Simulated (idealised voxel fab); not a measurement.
process module | voxel self aligned vias
cross-section cut | 275 nm wide | cells 5 nm
A cross-section is a grid of square cells, given in bands from the top down. A band is one or more rows of cells.
Each band's line starts with the height of the band's top and of its bottom, in nm. Then come its materials from left to right, each with its width in nm. One material with "throughout" fills the band from edge to edge. "air" is empty space.
Height 0 is the level under which the wafer as received is all one material. The lowest band goes on downwards, as in "0 down".
A width such as "30 to 40" changes by the same amount from each row of cells to the next, from the band's top row to its bottom row.
"no change" after a step means that no cell of the cross-section changed.
closed voids: empty space of 8 cells or more with no open way to the top, each as width x height at its distance from the left edge, in nm
after a step's settings: what the simulator itself notes on the step
overlay nm, on a step with a mask: how far to the right of its planned place the mask lay; to the left if negative
plan
1 op RECEIVE | material Si
2 op CONFORMAL_DEP | material SiO2 | thk nm 15
3 op CONFORMAL_DEP | material SiCN | thk nm 5
4 op DIRECTIONAL_DEP | material lowk | thk nm 30
5 op DIRECTIONAL_DEP | material aC | thk nm 10
6 op PATTERN | tone open | mask id LINES | material resist | width nm 25 | pitch nm 75 | thk nm 30 | overlay nm 0
7 op DIRECTIONAL_ETCH | etch materials aC | depth nm 10
8 op STRIP | etch materials resist
9 op DIRECTIONAL_ETCH | etch materials lowk | depth nm 30
10 op STRIP | etch materials aC
11 op CONFORMAL_DEP | material TiN | thk nm 5
12 op FILL_DEP | material Ru | thk nm 10
13 op CMP | height nm 50
14 op SELECTIVE_ETCH | etch materials W Ru TiN | depth nm 10
15 op FILL_DEP | material SiN | thk nm 5
16 op CMP | height nm 50
17 op DIRECTIONAL_DEP | material lowk | thk nm 20
18 op MASKED_ETCH | tone open | mask id VIAS | width nm 45 | pitch nm 75 | etch materials lowk | depth nm 20 | overlay nm 0
19 op MASKED_ETCH | tone open | mask id VIAS | width nm 45 | pitch nm 75 | etch materials SiN | depth nm 10 | overlay nm 0
20 op CONFORMAL_DEP | material TiN | thk nm 5
21 op FILL_DEP | material W | thk nm 5
22 op CMP | height nm 70
23 op CONFORMAL_DEP | material SiCN | thk nm 5
as received, after step 1
  0 down: Si throughout
  closed voids: none
a wafer at the end: this start, this plan, one mistake
  75 to 70: SiCN throughout
  70 to 50: lowk 40 | TiN 5 | W 35 | TiN 5 | lowk 30 | TiN 5 | W 35 | TiN 5 | lowk 30 | TiN 5 | W 35 | TiN 5 | lowk 40
  50 to 45: SiN 40 | TiN 15 | W 15 | TiN 15 | SiN 30 | TiN 15 | W 15 | TiN 15 | SiN 30 | TiN 15 | W 15 | TiN 15 | SiN 40
  45 to 40: lowk 50 | TiN 25 | lowk 50 | TiN 25 | lowk 50 | TiN 25 | lowk 50
  40 to 20: lowk 50 | TiN 5 | Ru 15 | TiN 5 | lowk 50 | TiN 5 | Ru 15 | TiN 5 | lowk 50 | TiN 5 | Ru 15 | TiN 5 | lowk 50
  20 to 15: lowk 50 | TiN 25 | lowk 50 | TiN 25 | lowk 50 | TiN 25 | lowk 50
  15 to 0: SiO2 throughout
  0 down: Si throughout
  closed voids: none
what went wrong: step 3 was left out
